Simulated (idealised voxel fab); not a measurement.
Name of the process module below: voxel ribs on slabs
FYI the section here is cut, 295 nm wide, cells are 5 nm squares.
If you're reading a cross-section in this doc, picture square cells in a grid; it comes to you as bands, top ones listed first down to the bottom, and a band can be one or more rows of cells.
Top height, bottom height, nm. Materials left to right, width each, nm. Single material + "all across" = fills band edge to edge. "blank" = empty.
Where do heights start? At 0: under that level the wafer as delivered is made of one material only. And the lowest band has no floor; it just carries on downward, as in "0 nm and below".
The width entry "30 to 40" should be interpreted row by row: the top row of cells in the band takes the first number, the bottom row takes the second number, and the change between adjacent rows is uniform throughout.
Where the words "nothing different" appear for a step, the cross-section shows no cell changed by that step; every cell remained as before.
"Listed closed voids" specifies each empty space that is not open to the top and that occupies no fewer than 8 cells, using the form width x height at distance, the distance measured from the left edge and all three quantities in nm.
Read whatever lies past the settings on a step's line as the simulator's own remark about the step.
overlay nm: mask offset rightward from planned place, masked step; negative means leftward offset.

Process steps - plan:
step 1: RECEIVE: material Si
step 2: DIRECTIONAL_DEP: material SiO2, thk nm 30
step 3: DIRECTIONAL_DEP: material polySi, thk nm 25
step 4: PATTERN: tone cover, mask id RIB, material resist, width nm 30, thk nm 20, overlay nm 0
step 5: DIRECTIONAL_ETCH: etch materials polySi, depth nm 15
step 6: STRIP: etch materials resist
step 7: MASKED_ETCH: tone cover, mask id SLAB, width nm 60, etch materials polySi, depth nm 10, overlay nm 0
step 8: FILL_DEP: material SiO2, thk nm 30
step 9: CMP: height nm 75
step 10: DIRECTIONAL_DEP: material W, thk nm 5
step 11: DIRECTIONAL_DEP: material aC, thk nm 10
step 12: PATTERN: tone cover, mask id HEATER, material resist, width nm 40, thk nm 25, overlay nm 0
step 13: DIRECTIONAL_ETCH: etch materials aC, depth nm 10
step 14: STRIP: etch materials resist
step 15: DIRECTIONAL_ETCH: etch materials W, depth nm 5
step 16: STRIP: etch materials aC
step 17: CONFORMAL_DEP: material SiO2, thk nm 10

First of two wafers - as planned:

Cross-section of the wafer upon arrival, representing the state reached after step 1:
* 0 nm and below = Si all across
* Listed closed voids: none

You're looking at a cross-section of the wafer after step 2:
* 30 nm to 0 nm = SiO2 all across
* Everything below 0 is unchanged.

You're looking at a cross-section of the wafer after step 3:
* 55 nm to 30 nm = polySi all across
* Everything below 30 is unchanged.

You're looking at a cross-section of the wafer after step 4:
* 75 nm to 55 nm = blank 130 nm, then resist 30 nm, then blank 135 nm
* Everything below 55 is unchanged.

You're looking at a cross-section of the wafer after step 5:
* 75 nm to 55 nm = blank 130 nm, then resist 30 nm, then blank 135 nm
* 55 nm to 40 nm = blank 130 nm, then polySi 30 nm, then blank 135 nm
* Everything below 40 is unchanged.

You're looking at a cross-section of the wafer after step 6:
* 55 nm to 40 nm = blank 130 nm, then polySi 30 nm, then blank 135 nm
* Everything below 40 is unchanged.

You're looking at a cross-section of the wafer after step 7:
* 55 nm to 40 nm = blank 130 nm, then polySi 30 nm, then blank 135 nm
* 40 nm to 30 nm = blank 115 nm, then polySi 60 nm, then blank 120 nm
* Everything below 30 is unchanged.

You're looking at a cross-section of the wafer after step 8:
* 85 nm to 55 nm = SiO2 all across
* 55 nm to 40 nm = SiO2 130 nm, then polySi 30 nm, then SiO2 135 nm
* 40 nm to 30 nm = SiO2 115 nm, then polySi 60 nm, then SiO2 120 nm
* Everything below 30 is unchanged.

You're looking at a cross-section of the wafer after step 9:
* 75 nm to 55 nm = SiO2 all across
* Everything below 55 is unchanged.

You're looking at a cross-section of the wafer after step 10:
* 80 nm to 75 nm = W all across
* Everything below 75 is unchanged.

You're looking at a cross-section of the wafer after step 11:
* 90 nm to 80 nm = aC all across
* Everything below 80 is unchanged.

You're looking at a cross-section of the wafer after step 12:
* 115 nm to 90 nm = blank 125 nm, then resist 40 nm, then blank 130 nm
* Everything below 90 is unchanged.

You're looking at a cross-section of the wafer after step 13:
* 105 nm to 90 nm = blank 125 nm, then resist 40 nm, then blank 130 nm
* 90 nm to 80 nm = blank 125 nm, then aC 40 nm, then blank 130 nm
* Everything below 80 is unchanged.

You're looking at a cross-section of the wafer after step 14:
* 90 nm to 80 nm = blank 125 nm, then aC 40 nm, then blank 130 nm
* Everything below 80 is unchanged.

You're looking at a cross-section of the wafer after step 15:
* 90 nm to 80 nm = blank 125 nm, then aC 40 nm, then blank 130 nm
* 80 nm to 75 nm = blank 125 nm, then W 40 nm, then blank 130 nm
* Everything below 75 is unchanged.

You're looking at a cross-section of the wafer after step 16:
* 80 nm to 75 nm = blank 125 nm, then W 40 nm, then blank 130 nm
* Everything below 75 is unchanged.

You're looking at a cross-section of the wafer after step 17:
* 90 nm to 85 nm = blank 115 nm, then SiO2 60 nm, then blank 120 nm
* 85 nm to 80 nm = SiO2 all across
* 80 nm to 75 nm = SiO2 125 nm, then W 40 nm, then SiO2 130 nm
* Everything below 75 is unchanged.

Second wafer: like start, like plan, one mistake. Through step 3 it matches the first wafer:

Cross-section of the second wafer when, according to plan, step 4 should have finished:
* 75 nm to 55 nm = blank 125 nm, then resist 30 nm, then blank 140 nm
* Everything below 55 is unchanged.

Cross-section of the second wafer when, according to plan, step 5 should have finished:
* 75 nm to 55 nm = blank 125 nm, then resist 30 nm, then blank 140 nm
* 55 nm to 40 nm = blank 125 nm, then polySi 30 nm, then blank 140 nm
* Everything below 40 is unchanged.

Cross-section of the second wafer when, according to plan, step 6 should have finished:
* 55 nm to 40 nm = blank 125 nm, then polySi 30 nm, then blank 140 nm
* Everything below 40 is unchanged.

Cross-section of the second wafer when, according to plan, step 7 should have finished:
* 55 nm to 40 nm = blank 125 nm, then polySi 30 nm, then blank 140 nm
* 40 nm to 30 nm = blank 115 nm, then polySi 60 nm, then blank 120 nm
* Everything below 30 is unchanged.

Cross-section of the second wafer when, according to plan, step 8 should have finished:
* 85 nm to 55 nm = SiO2 all across
* 55 nm to 40 nm = SiO2 125 nm, then polySi 30 nm, then SiO2 140 nm
* 40 nm to 30 nm = SiO2 115 nm, then polySi 60 nm, then SiO2 120 nm
* Everything below 30 is unchanged.

Cross-section of the second wafer when, according to plan, step 9 should have finished:
* 75 nm to 55 nm = SiO2 all across
* Everything below 55 is unchanged.

Cross-section of the second wafer when, according to plan, step 10 should have finished:
* 80 nm to 75 nm = W all across
* Everything below 75 is unchanged.

Cross-section of the second wafer when, according to plan, step 11 should have finished:
* 90 nm to 80 nm = aC all across
* Everything below 80 is unchanged.

Cross-section of the second wafer when, according to plan, step 12 should have finished:
* 115 nm to 90 nm = blank 125 nm, then resist 40 nm, then blank 130 nm
* Everything below 90 is unchanged.

Cross-section of the second wafer when, according to plan, step 13 should have finished:
* 105 nm to 90 nm = blank 125 nm, then resist 40 nm, then blank 130 nm
* 90 nm to 80 nm = blank 125 nm, then aC 40 nm, then blank 130 nm
* Everything below 80 is unchanged.

Cross-section of the second wafer when, according to plan, step 14 should have finished:
* 90 nm to 80 nm = blank 125 nm, then aC 40 nm, then blank 130 nm
* Everything below 80 is unchanged.

Cross-section of the second wafer when, according to plan, step 15 should have finished:
* 90 nm to 80 nm = blank 125 nm, then aC 40 nm, then blank 130 nm
* 80 nm to 75 nm = blank 125 nm, then W 40 nm, then blank 130 nm
* Everything below 75 is unchanged.

Cross-section of the second wafer when, according to plan, step 16 should have finished:
* 80 nm to 75 nm = blank 125 nm, then W 40 nm, then blank 130 nm
* Everything below 75 is unchanged.

Cross-section of the second wafer when, according to plan, step 17 should have finished:
* 90 nm to 85 nm = blank 115 nm, then SiO2 60 nm, then blank 120 nm
* 85 nm to 80 nm = SiO2 all across
* 80 nm to 75 nm = SiO2 125 nm, then W 40 nm, then SiO2 130 nm
* Everything below 75 is unchanged.
Misprocessing identified: step 4 ran as: PATTERN: tone cover, mask id RIB, material resist, width nm 30, thk nm 20, overlay nm -5
End check, second vs first wafer: material counts in cells match, positions do not.
